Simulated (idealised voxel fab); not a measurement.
Herein follows the process module entitled voxel plated lines.
Cross-section cut: width 220 nm, square cells of 5 nm.
Cross-section layout: square cells on a grid; listed as bands, top to bottom; a band spans one or more cell rows.
Look at the band entry: it leads with the top's height and the bottom's height in nm. Then it lists the materials left to right, with a width in nm for each. The word "throughout" on a single material says that material fills the band edge to edge. The word "blank" is empty space.
Counting heights begins at 0, where everything beneath is, in the wafer as received, one material. The lowest band has no bottom; it goes on downwards, as "z 0 and below" shows.
The notation "30->40" denotes a width that varies across the rows of cells in the band, beginning at the first number in the top row, finishing at the second number in the bottom row, and changing by an identical amount from each row to the next.
Step marked "nothing altered"? Then no cell in the cross-section changed in it.
"Voids, sealed": sealed empty spaces, 8 cells or more, no open way to top, listed width x height at distance, with distance from the left edge and width, height and distance in nm.
On each step's line, the part that comes after the settings is the simulator's own comment on the step.
When a step includes a mask, the "overlay nm" setting on its line states how far to the right of its planned place that mask lay, and negative values state how far to the left.

Here's what the planned process steps look like
1 RECEIVE with material Si
2 CONFORMAL_DEP with material SiN, thk nm 15
3 DIRECTIONAL_DEP with material TiN, thk nm 5
4 PATTERN with tone open, mask id LINES, material resist, width nm 15, pitch nm 35, thk nm 25, overlay nm 0
5 EPI with material Ru, thk nm 10
6 EPI with material Ru, thk nm 10
7 STRIP with etch materials resist
8 DIRECTIONAL_ETCH with etch materials TiN, depth nm 5
9 CONFORMAL_DEP with material SiCN, thk nm 10

So, the first of our two wafers, run just as we planned it

So this is the incoming wafer in cross-section - it's already been through step 1
> z 0 and below | Si throughout
> Voids, sealed: none

Cross-section of the wafer after step 2
> z 15 to 0 | SiN throughout
> Unchanged below 0.

Cross-section of the wafer after step 3
> z 20 to 15 | TiN throughout
> Unchanged below 15.

Cross-section of the wafer after step 4
> z 45 to 20 | 85 resist / 15 blank / 20 resist / 15 blank / 85 resist
> Unchanged below 20.

Cross-section of the wafer after step 5
> z 45 to 30 | 85 resist / 15 blank / 20 resist / 15 blank / 85 resist
> z 30 to 20 | 85 resist / 15 Ru / 20 resist / 15 Ru / 85 resist
> Unchanged below 20.

Cross-section of the wafer after step 6
> z 45 to 40 | 85 resist / 15 blank / 20 resist / 15 blank / 85 resist
> z 40 to 20 | 85 resist / 15 Ru / 20 resist / 15 Ru / 85 resist
> Unchanged below 20.

Cross-section of the wafer after step 7
> z 40 to 20 | 85 blank / 15 Ru / 20 blank / 15 Ru / 85 blank
> Unchanged below 20.

Cross-section of the wafer after step 8
> z 40 to 20 | 85 blank / 15 Ru / 20 blank / 15 Ru / 85 blank
> z 20 to 15 | 85 blank / 15 TiN / 20 blank / 15 TiN / 85 blank
> Unchanged below 15.

Cross-section of the wafer after step 9
> z 50 to 40 | 75 blank / 70 SiCN / 75 blank
> z 40 to 25 | 75 blank / 10 SiCN / 15 Ru / 20 SiCN / 15 Ru / 10 SiCN / 75 blank
> z 25 to 20 | 85 SiCN / 15 Ru / 20 SiCN / 15 Ru / 85 SiCN
> z 20 to 15 | 85 SiCN / 15 TiN / 20 SiCN / 15 TiN / 85 SiCN
> Unchanged below 15.

Regarding the second of the two wafers: it shared the first wafer's starting condition and process plan, yet one error occurred during its execution. Its history coincides with that of the first wafer up to and including step 2

Second wafer shown in cross-section at the time step 3 was slated to end
> z 20 to 15 | SiCN throughout
> Unchanged below 15.

Second wafer shown in cross-section at the time step 4 was slated to end
> z 45 to 20 | 85 resist / 15 blank / 20 resist / 15 blank / 85 resist
> Unchanged below 20.

Second wafer shown in cross-section at the time step 5 was slated to end: nothing altered

Second wafer shown in cross-section at the time step 6 was slated to end: nothing altered

Second wafer shown in cross-section at the time step 7 was slated to end
> z 20 to 15 | SiCN throughout
> Unchanged below 15.

Second wafer shown in cross-section at the time step 8 was slated to end: nothing altered

Second wafer shown in cross-section at the time step 9 was slated to end
> z 30 to 15 | SiCN throughout
> Unchanged below 15.
Misprocessing identified: step 3 did not use the planned setting and instead ran as DIRECTIONAL_DEP with material SiCN, thk nm 5
In the final state, the cell counts of the second wafer exceed or fall short of those of the first for the following materials: 24 fewer of Ru; 4 more of SiCN; 6 fewer of TiN
